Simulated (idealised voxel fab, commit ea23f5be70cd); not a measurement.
Process module under the name voxel ribs on slabs
We display cut, a cross-section 235 nm in width whose square cells are each 5 nm.
Format of a cross-section: grid, square cells. Given as bands. Order: top down. Band: one or more rows of cells. This entry defines a band. It first specifies the height of the band's top and the height of its bottom in nm, and then specifies the band's materials from left to right, stating each material with its width in nm. The word "all across" identifies a single material that fills the band from edge to edge, while the word "air" identifies empty space. Ref level 0: as-received wafer is one material below here. Bottom band extends down with no lower bound ("0..down"). Graded width ("30 to 40"): value in top row of band = first number; value in bottom row = second number; row-to-row change constant. What does "no change occurred" mean for a step? It means no cell of the cross-section changed in that step. The entry "Sealed internal cavities" lists the empty spaces that cover at least 8 cells and have no open path to the top. Each is written as width x height at distance, where the distance is measured from the left edge and all three values are in nm. Heads up: the bit after the settings on a step's line is the simulator's remark on that step. overlay nm: where the mask lay relative to plan, measured to the right, on steps with a mask; negatives go left.

THE STEPS PLANNED FOR THE PROCESS ARE AS FOLLOWS
1) RECEIVE: material Si
2) DIRECTIONAL_DEP: material SiO2, thk nm 25
3) DIRECTIONAL_DEP: material polySi, thk nm 25
4) DIRECTIONAL_DEP: material aC, thk nm 10
5) PATTERN: tone cover, mask id RIB, material resist, width nm 25, thk nm 25, overlay nm 0
6) DIRECTIONAL_ETCH: etch materials aC, depth nm 10
7) STRIP: etch materials resist
8) DIRECTIONAL_ETCH: etch materials polySi, depth nm 10
9) STRIP: etch materials aC
10) DIRECTIONAL_DEP: material aC, thk nm 15
11) PATTERN: tone cover, mask id SLAB, material resist, width nm 65, thk nm 35, overlay nm 0
12) DIRECTIONAL_ETCH: etch materials aC, depth nm 15
13) STRIP: etch materials resist
14) DIRECTIONAL_ETCH: etch materials polySi, depth nm 15
15) STRIP: etch materials aC
16) FILL_DEP: material SiO2, thk nm 30
17) CMP: height nm 70
18) DIRECTIONAL_DEP: material W, thk nm 5
19) PATTERN: tone cover, mask id HEATER, material resist, width nm 35, thk nm 15, overlay nm 0
20) DIRECTIONAL_ETCH: etch materials W, depth nm 5
21) STRIP: etch materials resist
22) CONFORMAL_DEP: material SiN, thk nm 5

FIRST WAFER OUT OF TWO, PROCESSED AS PLANNED

SHOWN IN CROSS-SECTION IS THE WAFER AS RECEIVED, THAT IS, AS IT STANDS AFTER STEP 1
0..down | Si all across
Sealed internal cavities: none

UPON COMPLETION OF STEP 2, THE WAFER APPEARS IN CROSS-SECTION AS SHOWN
25..0 | SiO2 all across
No changes below 0.

UPON COMPLETION OF STEP 3, THE WAFER APPEARS IN CROSS-SECTION AS SHOWN
50..25 | polySi all across
No changes below 25.

UPON COMPLETION OF STEP 4, THE WAFER APPEARS IN CROSS-SECTION AS SHOWN
60..50 | aC all across
No changes below 50.

UPON COMPLETION OF STEP 5, THE WAFER APPEARS IN CROSS-SECTION AS SHOWN
85..60 | air 105, then resist 25, then air 105
No changes below 60.

UPON COMPLETION OF STEP 6, THE WAFER APPEARS IN CROSS-SECTION AS SHOWN
75..60 | air 105, then resist 25, then air 105
60..50 | air 105, then aC 25, then air 105
No changes below 50.

UPON COMPLETION OF STEP 7, THE WAFER APPEARS IN CROSS-SECTION AS SHOWN
60..50 | air 105, then aC 25, then air 105
No changes below 50.

UPON COMPLETION OF STEP 8, THE WAFER APPEARS IN CROSS-SECTION AS SHOWN
60..50 | air 105, then aC 25, then air 105
50..40 | air 105, then polySi 25, then air 105
No changes below 40.

UPON COMPLETION OF STEP 9, THE WAFER APPEARS IN CROSS-SECTION AS SHOWN
50..40 | air 105, then polySi 25, then air 105
No changes below 40.

UPON COMPLETION OF STEP 10, THE WAFER APPEARS IN CROSS-SECTION AS SHOWN
65..55 | air 105, then aC 25, then air 105
55..50 | aC all across
50..40 | aC 105, then polySi 25, then aC 105
No changes below 40.

UPON COMPLETION OF STEP 11, THE WAFER APPEARS IN CROSS-SECTION AS SHOWN
100..65 | air 85, then resist 65, then air 85
65..55 | air 85, then resist 20, then aC 25, then resist 20, then air 85
No changes below 55.

UPON COMPLETION OF STEP 12, THE WAFER APPEARS IN CROSS-SECTION AS SHOWN
85..65 | air 85, then resist 65, then air 85
65..55 | air 85, then resist 20, then aC 25, then resist 20, then air 85
55..50 | air 85, then aC 65, then air 85
50..40 | air 85, then aC 20, then polySi 25, then aC 20, then air 85
No changes below 40.

UPON COMPLETION OF STEP 13, THE WAFER APPEARS IN CROSS-SECTION AS SHOWN
65..55 | air 105, then aC 25, then air 105
No changes below 55.

UPON COMPLETION OF STEP 14, THE WAFER APPEARS IN CROSS-SECTION AS SHOWN
65..55 | air 105, then aC 25, then air 105
55..50 | air 85, then aC 65, then air 85
50..40 | air 85, then aC 20, then polySi 25, then aC 20, then air 85
40..25 | air 85, then polySi 65, then air 85
No changes below 25.

UPON COMPLETION OF STEP 15, THE WAFER APPEARS IN CROSS-SECTION AS SHOWN
50..40 | air 105, then polySi 25, then air 105
No changes below 40.

UPON COMPLETION OF STEP 16, THE WAFER APPEARS IN CROSS-SECTION AS SHOWN
80..50 | SiO2 all across
50..40 | SiO2 105, then polySi 25, then SiO2 105
40..25 | SiO2 85, then polySi 65, then SiO2 85
No changes below 25.

UPON COMPLETION OF STEP 17, THE WAFER APPEARS IN CROSS-SECTION AS SHOWN
70..50 | SiO2 all across
No changes below 50.

UPON COMPLETION OF STEP 18, THE WAFER APPEARS IN CROSS-SECTION AS SHOWN
75..70 | W all across
No changes below 70.

UPON COMPLETION OF STEP 19, THE WAFER APPEARS IN CROSS-SECTION AS SHOWN
90..75 | air 100, then resist 35, then air 100
No changes below 75.

UPON COMPLETION OF STEP 20, THE WAFER APPEARS IN CROSS-SECTION AS SHOWN
90..75 | air 100, then resist 35, then air 100
75..70 | air 100, then W 35, then air 100
No changes below 70.

UPON COMPLETION OF STEP 21, THE WAFER APPEARS IN CROSS-SECTION AS SHOWN
75..70 | air 100, then W 35, then air 100
No changes below 70.

UPON COMPLETION OF STEP 22, THE WAFER APPEARS IN CROSS-SECTION AS SHOWN
80..75 | air 95, then SiN 45, then air 95
75..70 | SiN 100, then W 35, then SiN 100
No changes below 70.

FOR THE SECOND WAFER, TAKE THE FIRST WAFER'S START AND PLAN, THEN ADD ONE MISTAKE MADE IN RUNNING IT; EVERYTHING THROUGH STEP 1, THAT STEP INCLUDED, IS SHARED WITH THE FIRST

CROSS-SECTIONAL REPRESENTATION OF THE SECOND WAFER AT THE TIME DESIGNATED IN THE PLAN FOR THE COMPLETION OF STEP 2
25..0 | polySi all across
No changes below 0.

CROSS-SECTIONAL REPRESENTATION OF THE SECOND WAFER AT THE TIME DESIGNATED IN THE PLAN FOR THE COMPLETION OF STEP 3
50..25 | SiO2 all across
No changes below 25.

CROSS-SECTIONAL REPRESENTATION OF THE SECOND WAFER AT THE TIME DESIGNATED IN THE PLAN FOR THE COMPLETION OF STEP 4
60..50 | aC all across
No changes below 50.

CROSS-SECTIONAL REPRESENTATION OF THE SECOND WAFER AT THE TIME DESIGNATED IN THE PLAN FOR THE COMPLETION OF STEP 5
85..60 | air 105, then resist 25, then air 105
No changes below 60.

CROSS-SECTIONAL REPRESENTATION OF THE SECOND WAFER AT THE TIME DESIGNATED IN THE PLAN FOR THE COMPLETION OF STEP 6
75..60 | air 105, then resist 25, then air 105
60..50 | air 105, then aC 25, then air 105
No changes below 50.

CROSS-SECTIONAL REPRESENTATION OF THE SECOND WAFER AT THE TIME DESIGNATED IN THE PLAN FOR THE COMPLETION OF STEP 7
60..50 | air 105, then aC 25, then air 105
No changes below 50.

Cross-sectional representation of the second wafer at the time designated in the plan for the completion of step 8: no change occurred

CROSS-SECTIONAL REPRESENTATION OF THE SECOND WAFER AT THE TIME DESIGNATED IN THE PLAN FOR THE COMPLETION OF STEP 9
50..25 | SiO2 all across
No changes below 25.

CROSS-SECTIONAL REPRESENTATION OF THE SECOND WAFER AT THE TIME DESIGNATED IN THE PLAN FOR THE COMPLETION OF STEP 10
65..50 | aC all across
No changes below 50.

CROSS-SECTIONAL REPRESENTATION OF THE SECOND WAFER AT THE TIME DESIGNATED IN THE PLAN FOR THE COMPLETION OF STEP 11
100..65 | air 85, then resist 65, then air 85
No changes below 65.

CROSS-SECTIONAL REPRESENTATION OF THE SECOND WAFER AT THE TIME DESIGNATED IN THE PLAN FOR THE COMPLETION OF STEP 12
85..65 | air 85, then resist 65, then air 85
65..50 | air 85, then aC 65, then air 85
No changes below 50.

CROSS-SECTIONAL REPRESENTATION OF THE SECOND WAFER AT THE TIME DESIGNATED IN THE PLAN FOR THE COMPLETION OF STEP 13
65..50 | air 85, then aC 65, then air 85
No changes below 50.

Cross-sectional representation of the second wafer at the time designated in the plan for the completion of step 14: no change occurred

CROSS-SECTIONAL REPRESENTATION OF THE SECOND WAFER AT THE TIME DESIGNATED IN THE PLAN FOR THE COMPLETION OF STEP 15
50..25 | SiO2 all across
No changes below 25.

CROSS-SECTIONAL REPRESENTATION OF THE SECOND WAFER AT THE TIME DESIGNATED IN THE PLAN FOR THE COMPLETION OF STEP 16
80..25 | SiO2 all across
No changes below 25.

CROSS-SECTIONAL REPRESENTATION OF THE SECOND WAFER AT THE TIME DESIGNATED IN THE PLAN FOR THE COMPLETION OF STEP 17
70..25 | SiO2 all across
No changes below 25.

CROSS-SECTIONAL REPRESENTATION OF THE SECOND WAFER AT THE TIME DESIGNATED IN THE PLAN FOR THE COMPLETION OF STEP 18
75..70 | W all across
No changes below 70.

CROSS-SECTIONAL REPRESENTATION OF THE SECOND WAFER AT THE TIME DESIGNATED IN THE PLAN FOR THE COMPLETION OF STEP 19
90..75 | air 100, then resist 35, then air 100
No changes below 75.

CROSS-SECTIONAL REPRESENTATION OF THE SECOND WAFER AT THE TIME DESIGNATED IN THE PLAN FOR THE COMPLETION OF STEP 20
90..75 | air 100, then resist 35, then air 100
75..70 | air 100, then W 35, then air 100
No changes below 70.

CROSS-SECTIONAL REPRESENTATION OF THE SECOND WAFER AT THE TIME DESIGNATED IN THE PLAN FOR THE COMPLETION OF STEP 21
75..70 | air 100, then W 35, then air 100
No changes below 70.

CROSS-SECTIONAL REPRESENTATION OF THE SECOND WAFER AT THE TIME DESIGNATED IN THE PLAN FOR THE COMPLETION OF STEP 22
80..75 | air 95, then SiN 45, then air 95
75..70 | SiN 100, then W 35, then SiN 100
No changes below 70.
What was the processing mistake? steps 2 and 3 run out of order (swapped)
End check, counted in cells, second wafer has more or fewer of these materials than the first: 186 fewer of SiO2, 186 more of polySi
